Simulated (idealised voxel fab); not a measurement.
process module | voxel self aligned vias
cross-section cut | 215 nm wide | cells 5 nm
A cross-section is a grid of square cells, given in bands from the top down. A band is one or more rows of cells.
Each band's line starts with the height of the band's top and of its bottom, in nm. Then come its materials from left to right, each with its width in nm. One material with "throughout" fills the band from edge to edge. "air" is empty space.
Height 0 is the level under which the wafer as received is all one material. The lowest band goes on downwards, as in "0 down".
A width such as "30 to 40" changes by the same amount from each row of cells to the next, from the band's top row to its bottom row.
"no change" after a step means that no cell of the cross-section changed.
closed voids: empty space of 8 cells or more with no open way to the top, each as width x height at its distance from the left edge, in nm
after a step's settings: what the simulator itself notes on the step
overlay nm, on a step with a mask: how far to the right of its planned place the mask lay; to the left if negative
plan
1 op RECEIVE | material Si
2 op CONFORMAL_DEP | material SiO2 | thk nm 15
3 op CONFORMAL_DEP | material SiCN | thk nm 5
4 op DIRECTIONAL_DEP | material SiO2 | thk nm 30
5 op DIRECTIONAL_DEP | material aC | thk nm 15
6 op PATTERN | tone open | mask id LINES | material resist | width nm 25 | pitch nm 65 | thk nm 30 | overlay nm 0
7 op DIRECTIONAL_ETCH | etch materials aC | depth nm 15
8 op STRIP | etch materials resist
9 op DIRECTIONAL_ETCH | etch materials SiO2 | depth nm 30
10 op STRIP | etch materials aC
11 op CONFORMAL_DEP | material TiN | thk nm 5
12 op FILL_DEP | material Ru | thk nm 5
13 op CMP | height nm 50
14 op SELECTIVE_ETCH | etch materials W Ru TiN | depth nm 5
15 op FILL_DEP | material SiN | thk nm 10
16 op CMP | height nm 50
17 op DIRECTIONAL_DEP | material SiO2 | thk nm 20
18 op PATTERN | tone open | mask id VIAS | material resist | width nm 35 | pitch nm 65 | thk nm 15 | overlay nm 0
19 op DIRECTIONAL_ETCH | etch materials SiO2 | depth nm 20
20 op DIRECTIONAL_ETCH | etch materials SiN | depth nm 5
21 op STRIP | etch materials resist
22 op CONFORMAL_DEP | material TiN | thk nm 5
23 op FILL_DEP | material W | thk nm 10
24 op CMP | height nm 70
25 op CONFORMAL_DEP | material SiCN | thk nm 5
as received, after step 1
  0 down: Si throughout
  closed voids: none
first wafer at the end, as planned
  75 to 70: SiCN throughout
  70 to 55: SiO2 25 | TiN 5 | W 25 | TiN 5 | SiO2 30 | TiN 5 | W 25 | TiN 5 | SiO2 30 | TiN 5 | W 25 | TiN 5 | SiO2 25
  55 to 50: SiO2 25 | TiN 10 | W 15 | TiN 10 | SiO2 30 | TiN 10 | W 15 | TiN 10 | SiO2 30 | TiN 10 | W 15 | TiN 10 | SiO2 25
  50 to 45: SiO2 30 | TiN 25 | SiO2 40 | TiN 25 | SiO2 40 | TiN 25 | SiO2 30
  45 to 25: SiO2 30 | TiN 5 | Ru 15 | TiN 5 | SiO2 40 | TiN 5 | Ru 15 | TiN 5 | SiO2 40 | TiN 5 | Ru 15 | TiN 5 | SiO2 30
  25 to 20: SiO2 30 | TiN 25 | SiO2 40 | TiN 25 | SiO2 40 | TiN 25 | SiO2 30
  20 to 15: SiCN throughout
  15 to 0: SiO2 throughout
  0 down: Si throughout
  closed voids: none
second wafer at the end: like start, like plan, one mistake
  75 to 70: SiCN throughout
  70 to 55: SiO2 25 | TiN 5 | W 25 | TiN 5 | SiO2 30 | TiN 5 | W 25 | TiN 5 | SiO2 30 | TiN 5 | W 25 | TiN 5 | SiO2 25
  55 to 50: SiO2 25 | TiN 10 | W 15 | TiN 10 | SiO2 30 | TiN 10 | W 15 | TiN 10 | SiO2 30 | TiN 10 | W 15 | TiN 10 | SiO2 25
  50 to 45: SiO2 30 | TiN 25 | SiO2 40 | TiN 25 | SiO2 40 | TiN 25 | SiO2 30
  45 to 35: SiO2 30 | TiN 5 | Ru 15 | TiN 5 | SiO2 40 | TiN 5 | Ru 15 | TiN 5 | SiO2 40 | TiN 5 | Ru 15 | TiN 5 | SiO2 30
  35 to 30: SiO2 30 | TiN 25 | SiO2 40 | TiN 25 | SiO2 40 | TiN 25 | SiO2 30
  30 to 15: SiCN throughout
  15 to 0: SiO2 throughout
  0 down: Si throughout
  closed voids: none
what went wrong: step 3 ran as: op CONFORMAL_DEP | material SiCN | thk nm 15
at the end the second wafer has, in cells: 18 fewer of Ru | 86 more of SiCN | 56 fewer of SiO2 | 12 fewer of TiN
